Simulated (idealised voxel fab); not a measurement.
process module | voxel self aligned vias
In the cross-section labelled cut, the width is 170 nm and each square cell is 5 nm.
Cross-section spec: square-cell grid; bands listed top down; each band is one or more rows.
Within each band entry, the heights of the top and of the bottom of the band appear first, in that order and in nm; the materials of the band then follow from left to right, each with its corresponding width in nm. The designation "full width" on a single material indicates that it fills the band from edge to edge; the designation "empty" indicates empty space.
Note: height 0 marks the level under which the wafer is uniformly one material as received. Lowest band unbounded below, written "top 0, no bottom".
Per-row width for "30 to 40": begins at first number (top row of band), ends at second number (bottom row), increment between rows held constant.
Key: "remains unaltered" - step with no changed cell in the cross-section.
If an empty space has no open way to the top and is at least 8 cells in size, "closed voids" lists it, written width x height at distance, where distance is measured from the left edge and every value is in nm.
Formally, on a step line, whatever follows the settings is a remark that the simulator itself makes on the step.
"overlay nm" denotes, for a step that has a mask, the displacement of the mask to the right of its planned place, with negative values corresponding to the left.

# This section lists the process steps that were planned
| 1 | RECEIVE [material Si] |
| 2 | CONFORMAL_DEP [material SiO2] [thk nm 10] |
| 3 | CONFORMAL_DEP [material SiCN] [thk nm 5] |
| 4 | DIRECTIONAL_DEP [material lowk] [thk nm 20] |
| 5 | MASKED_ETCH [tone open] [mask id LINES] [width nm 20] [pitch nm 70] [etch materials lowk] [depth nm 20] [overlay nm 0] |
| 6 | CONFORMAL_DEP [material TiN] [thk nm 5] |
| 7 | FILL_DEP [material Ru] [thk nm 5] |
| 8 | CMP [height nm 35] |
| 9 | SELECTIVE_ETCH [etch materials W Ru TiN] [depth nm 10] |
| 10 | FILL_DEP [material SiN] [thk nm 10] |
| 11 | CMP [height nm 35] |
| 12 | DIRECTIONAL_DEP [material lowk] [thk nm 15] |
| 13 | DIRECTIONAL_DEP [material aC] [thk nm 10] |
| 14 | PATTERN [tone open] [mask id VIAS] [material resist] [width nm 40] [pitch nm 70] [thk nm 25] [overlay nm -15] |
| 15 | DIRECTIONAL_ETCH [etch materials aC] [depth nm 10] |
| 16 | STRIP [etch materials resist] |
| 17 | DIRECTIONAL_ETCH [etch materials lowk] [depth nm 15] |
| 18 | DIRECTIONAL_ETCH [etch materials SiN] [depth nm 10] |
| 19 | STRIP [etch materials aC] |
| 20 | CONFORMAL_DEP [material TiN] [thk nm 5] |
| 21 | FILL_DEP [material W] [thk nm 10] |
| 22 | CMP [height nm 50] |
| 23 | CONFORMAL_DEP [material SiCN] [thk nm 5] |
Split variable: overlay nm, step 14. Plan value = first wafer. Wafers start alike.

# first wafer as received, after step 1
	top 0, no bottom = Si full width
	closed voids: none

# Per wafer, end of module: cells gained (+) or lost (-) per material since receipt, then closed voids
overlay nm -15 | +4 Ru | +68 SiCN | +4 SiN | +68 SiO2 | +44 TiN | +28 W | +158 lowk | closed voids: none
overlay nm -10 | +4 Ru | +68 SiCN | +68 SiO2 | +44 TiN | +32 W | +158 lowk | closed voids: none
overlay nm -5 | +4 Ru | +68 SiCN | +68 SiO2 | +44 TiN | +32 W | +158 lowk | closed voids: none
overlay nm 0 | +4 Ru | +68 SiCN | +68 SiO2 | +44 TiN | +32 W | +158 lowk | closed voids: none
overlay nm 5 | +4 Ru | +68 SiCN | +68 SiO2 | +44 TiN | +32 W | +158 lowk | closed voids: none
overlay nm 10 | +4 Ru | +68 SiCN | +68 SiO2 | +44 TiN | +32 W | +158 lowk | closed voids: none
overlay nm 15 | +4 Ru | +68 SiCN | +4 SiN | +68 SiO2 | +44 TiN | +28 W | +158 lowk | closed voids: none
